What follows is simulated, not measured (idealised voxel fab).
Process module heading - voxel self aligned contacts
Section cut is 285 nm wide and gridded with 5 nm square cells.
Cross-section format: a grid of square cells, given as bands from top to bottom; each band is one or more rows of cells. The band entry comprises the height of the band's top followed by the height of its bottom, expressed in nm, and subsequently the band's materials from left to right, each stated together with its width in nm. Where a single material is marked with the word "all across", that material fills the band from edge to edge. The word "empty" represents empty space. For the purposes of this specification, 0 denotes the height below which the wafer in its as-received condition is composed wholly of one material, and the lowermost band, lacking a lower limit, extends downward without end, as expressed in "top 0, no bottom". Read "30 to 40" as a graded width: first number on top, second number at the bottom, same change between each pair of neighbouring rows. Where a step carries "no change occurred", the cross-section came out of it unchanged, cell for cell. The list in "Fully closed voids" covers empty spaces of 8 cells or more that cannot reach the top through any open way, and it gives each as width x height at distance; the distance is from the left edge, and width, height and distance are in nm. Post-settings text on a step line: simulator's own remark regarding the step. Steps that use a mask can have "overlay nm" on their line. It says how far the mask sat to the right of where it was meant to be. Negative means to the left.

The process steps that were planned are listed below:
1) RECEIVE with material Si
2) OXIDIZE with depth nm 5
3) DIRECTIONAL_DEP with material polySi, thk nm 30
4) DIRECTIONAL_DEP with material SiN, thk nm 20
5) MASKED_ETCH with tone cover, mask id GATE, width nm 25, pitch nm 70, etch materials SiN, depth nm 20, overlay nm 0
6) MASKED_ETCH with tone cover, mask id GATE, width nm 25, pitch nm 70, etch materials polySi, depth nm 30, overlay nm 0
7) CONFORMAL_DEP with material SiN, thk nm 10
8) DIRECTIONAL_ETCH with etch materials SiN, depth nm 10
9) FILL_DEP with material SiO2, thk nm 20
10) CMP with height nm 60
11) DIRECTIONAL_DEP with material aC, thk nm 10
12) PATTERN with tone open, mask id CONTACT, material resist, width nm 55, pitch nm 70, thk nm 30, overlay nm 0
13) DIRECTIONAL_ETCH with etch materials aC, depth nm 10
14) STRIP with etch materials resist
15) DIRECTIONAL_ETCH with etch materials SiO2, depth nm 65
16) STRIP with etch materials aC
17) CONFORMAL_DEP with material TiN, thk nm 5
18) FILL_DEP with material W, thk nm 10
19) CMP with height nm 60
20) CONFORMAL_DEP with material SiN, thk nm 5

first wafer, as planned:

Cross-section of the wafer at receipt, which is the condition after step 1:
  top 0, no bottom  Si all across
  Fully closed voids: none

Once step 2 is through, the wafer looks like this in cross-section:
  top 0, bottom -5  SiO2 all across
  All layers under -5 are left as they were.

Once step 3 is through, the wafer looks like this in cross-section:
  top 30, bottom 0  polySi all across
  All layers under 0 are left as they were.

Once step 4 is through, the wafer looks like this in cross-section:
  top 50, bottom 30  SiN all across
  All layers under 30 are left as they were.

Once step 5 is through, the wafer looks like this in cross-section:
  top 50, bottom 30  empty 60, SiN 25, empty 45, SiN 25, empty 45, SiN 25, empty 60
  All layers under 30 are left as they were.

Once step 6 is through, the wafer looks like this in cross-section:
  top 50, bottom 30  empty 60, SiN 25, empty 45, SiN 25, empty 45, SiN 25, empty 60
  top 30, bottom 0  empty 60, polySi 25, empty 45, polySi 25, empty 45, polySi 25, empty 60
  All layers under 0 are left as they were.

Once step 7 is through, the wafer looks like this in cross-section:
  top 60, bottom 30  empty 50, SiN 45, empty 25, SiN 45, empty 25, SiN 45, empty 50
  top 30, bottom 10  empty 50, SiN 10, polySi 25, SiN 10, empty 25, SiN 10, polySi 25, SiN 10, empty 25, SiN 10, polySi 25, SiN 10, empty 50
  top 10, bottom 0  SiN 60, polySi 25, SiN 45, polySi 25, SiN 45, polySi 25, SiN 60
  All layers under 0 are left as they were.

Once step 8 is through, the wafer looks like this in cross-section:
  top 50, bottom 30  empty 50, SiN 45, empty 25, SiN 45, empty 25, SiN 45, empty 50
  top 30, bottom 0  empty 50, SiN 10, polySi 25, SiN 10, empty 25, SiN 10, polySi 25, SiN 10, empty 25, SiN 10, polySi 25, SiN 10, empty 50
  All layers under 0 are left as they were.

Once step 9 is through, the wafer looks like this in cross-section:
  top 70, bottom 50  SiO2 all across
  top 50, bottom 30  SiO2 50, SiN 45, SiO2 25, SiN 45, SiO2 25, SiN 45, SiO2 50
  top 30, bottom 0  SiO2 50, SiN 10, polySi 25, SiN 10, SiO2 25, SiN 10, polySi 25, SiN 10, SiO2 25, SiN 10, polySi 25, SiN 10, SiO2 50
  All layers under 0 are left as they were.

Once step 10 is through, the wafer looks like this in cross-section:
  top 60, bottom 50  SiO2 all across
  All layers under 50 are left as they were.

Once step 11 is through, the wafer looks like this in cross-section:
  top 70, bottom 60  aC all across
  All layers under 60 are left as they were.

Once step 12 is through, the wafer looks like this in cross-section:
  top 100, bottom 70  resist 80, empty 55, resist 15, empty 55, resist 80
  All layers under 70 are left as they were.

Once step 13 is through, the wafer looks like this in cross-section:
  top 90, bottom 70  resist 80, empty 55, resist 15, empty 55, resist 80
  top 70, bottom 60  aC 80, empty 55, aC 15, empty 55, aC 80
  All layers under 60 are left as they were.

Once step 14 is through, the wafer looks like this in cross-section:
  top 70, bottom 60  aC 80, empty 55, aC 15, empty 55, aC 80
  All layers under 60 are left as they were.

Once step 15 is through, the wafer looks like this in cross-section:
  top 70, bottom 60  aC 80, empty 55, aC 15, empty 55, aC 80
  top 60, bottom 50  SiO2 80, empty 55, SiO2 15, empty 55, SiO2 80
  top 50, bottom 30  SiO2 50, SiN 45, empty 25, SiN 45, empty 25, SiN 45, SiO2 50
  top 30, bottom 0  SiO2 50, SiN 10, polySi 25, SiN 10, empty 25, SiN 10, polySi 25, SiN 10, empty 25, SiN 10, polySi 25, SiN 10, SiO2 50
  top 0, bottom -5  SiO2 95, empty 25, SiO2 45, empty 25, SiO2 95
  All layers under -5 are left as they were.

Once step 16 is through, the wafer looks like this in cross-section:
  top 60, bottom 50  SiO2 80, empty 55, SiO2 15, empty 55, SiO2 80
  All layers under 50 are left as they were.

Once step 17 is through, the wafer looks like this in cross-section:
  top 65, bottom 60  TiN 85, empty 45, TiN 25, empty 45, TiN 85
  top 60, bottom 50  SiO2 80, TiN 5 to 20, empty 45 to 15, TiN 5 to 20, SiO2 15, TiN 5 to 20, empty 45 to 15, TiN 5 to 20, SiO2 80
  top 50, bottom 30  SiO2 50, SiN 45, TiN 5, empty 15, TiN 5, SiN 45, TiN 5, empty 15, TiN 5, SiN 45, SiO2 50
  top 30, bottom 0  SiO2 50, SiN 10, polySi 25, SiN 10, TiN 5, empty 15, TiN 5, SiN 10, polySi 25, SiN 10, TiN 5, empty 15, TiN 5, SiN 10, polySi 25, SiN 10, SiO2 50
  top 0, bottom -5  SiO2 95, TiN 25, SiO2 45, TiN 25, SiO2 95
  All layers under -5 are left as they were.

Once step 18 is through, the wafer looks like this in cross-section:
  top 75, bottom 65  W all across
  top 65, bottom 60  TiN 85, W 45, TiN 25, W 45, TiN 85
  top 60, bottom 50  SiO2 80, TiN 5 to 20, W 45 to 15, TiN 5 to 20, SiO2 15, TiN 5 to 20, W 45 to 15, TiN 5 to 20, SiO2 80
  top 50, bottom 30  SiO2 50, SiN 45, TiN 5, W 15, TiN 5, SiN 45, TiN 5, W 15, TiN 5, SiN 45, SiO2 50
  top 30, bottom 0  SiO2 50, SiN 10, polySi 25, SiN 10, TiN 5, W 15, TiN 5, SiN 10, polySi 25, SiN 10, TiN 5, W 15, TiN 5, SiN 10, polySi 25, SiN 10, SiO2 50
  All layers under 0 are left as they were.

Once step 19 is through, the wafer looks like this in cross-section:
  top 60, bottom 50  SiO2 80, TiN 5 to 20, W 45 to 15, TiN 5 to 20, SiO2 15, TiN 5 to 20, W 45 to 15, TiN 5 to 20, SiO2 80
  All layers under 50 are left as they were.

Once step 20 is through, the wafer looks like this in cross-section:
  top 65, bottom 60  SiN all across
  All layers under 60 are left as they were.

Now the other wafer: same start, same recipe, but we messed up one thing when running it. Up to and including step 4 it's the same as the first one:

Planned end of step 5: second wafer, cross-section:
  top 50, bottom 30  SiN 60, empty 25, SiN 45, empty 25, SiN 45, empty 25, SiN 60
  All layers under 30 are left as they were.

Planned end of step 6: second wafer, cross-section: no change occurred

Planned end of step 7: second wafer, cross-section:
  top 60, bottom 40  SiN 70, empty 5, SiN 65, empty 5, SiN 65, empty 5, SiN 70
  top 40, bottom 30  SiN all across
  All layers under 30 are left as they were.

Planned end of step 8: second wafer, cross-section:
  top 50, bottom 30  SiN 70, empty 5, SiN 65, empty 5, SiN 65, empty 5, SiN 70
  All layers under 30 are left as they were.

Planned end of step 9: second wafer, cross-section:
  top 70, bottom 50  SiO2 all across
  top 50, bottom 30  SiN 70, SiO2 5, SiN 65, SiO2 5, SiN 65, SiO2 5, SiN 70
  All layers under 30 are left as they were.

Planned end of step 10: second wafer, cross-section:
  top 60, bottom 50  SiO2 all across
  All layers under 50 are left as they were.

Planned end of step 11: second wafer, cross-section:
  top 70, bottom 60  aC all across
  All layers under 60 are left as they were.

Planned end of step 12: second wafer, cross-section:
  top 100, bottom 70  resist 80, empty 55, resist 15, empty 55, resist 80
  All layers under 70 are left as they were.

Planned end of step 13: second wafer, cross-section:
  top 90, bottom 70  resist 80, empty 55, resist 15, empty 55, resist 80
  top 70, bottom 60  aC 80, empty 55, aC 15, empty 55, aC 80
  All layers under 60 are left as they were.

Planned end of step 14: second wafer, cross-section:
  top 70, bottom 60  aC 80, empty 55, aC 15, empty 55, aC 80
  All layers under 60 are left as they were.

Planned end of step 15: second wafer, cross-section:
  top 70, bottom 60  aC 80, empty 55, aC 15, empty 55, aC 80
  top 60, bottom 50  SiO2 80, empty 55, SiO2 15, empty 55, SiO2 80
  All layers under 50 are left as they were.

Planned end of step 16: second wafer, cross-section:
  top 60, bottom 50  SiO2 80, empty 55, SiO2 15, empty 55, SiO2 80
  All layers under 50 are left as they were.

Planned end of step 17: second wafer, cross-section:
  top 65, bottom 60  TiN 85, empty 45, TiN 25, empty 45, TiN 85
  top 60, bottom 55  SiO2 80, TiN 5, empty 45, TiN 5, SiO2 15, TiN 5, empty 45, TiN 5, SiO2 80
  top 55, bottom 50  SiO2 80, TiN 55, SiO2 15, TiN 55, SiO2 80
  All layers under 50 are left as they were.

Planned end of step 18: second wafer, cross-section:
  top 75, bottom 65  W all across
  top 65, bottom 60  TiN 85, W 45, TiN 25, W 45, TiN 85
  top 60, bottom 55  SiO2 80, TiN 5, W 45, TiN 5, SiO2 15, TiN 5, W 45, TiN 5, SiO2 80
  All layers under 55 are left as they were.

Planned end of step 19: second wafer, cross-section:
  top 60, bottom 55  SiO2 80, TiN 5, W 45, TiN 5, SiO2 15, TiN 5, W 45, TiN 5, SiO2 80
  All layers under 55 are left as they were.

Planned end of step 20: second wafer, cross-section:
  top 65, bottom 60  SiN all across
  All layers under 60 are left as they were.
Deviation from plan: step 5 ran differently from the plan; actual operation with settings: MASKED_ETCH with tone open, mask id GATE, width nm 25, pitch nm 70, etch materials SiN, depth nm 20, overlay nm 0
Count the cells at the end and the second wafer has more or fewer of some materials than the first: SiN +36 | SiO2 -178 | TiN -44 | W -66 | polySi +252
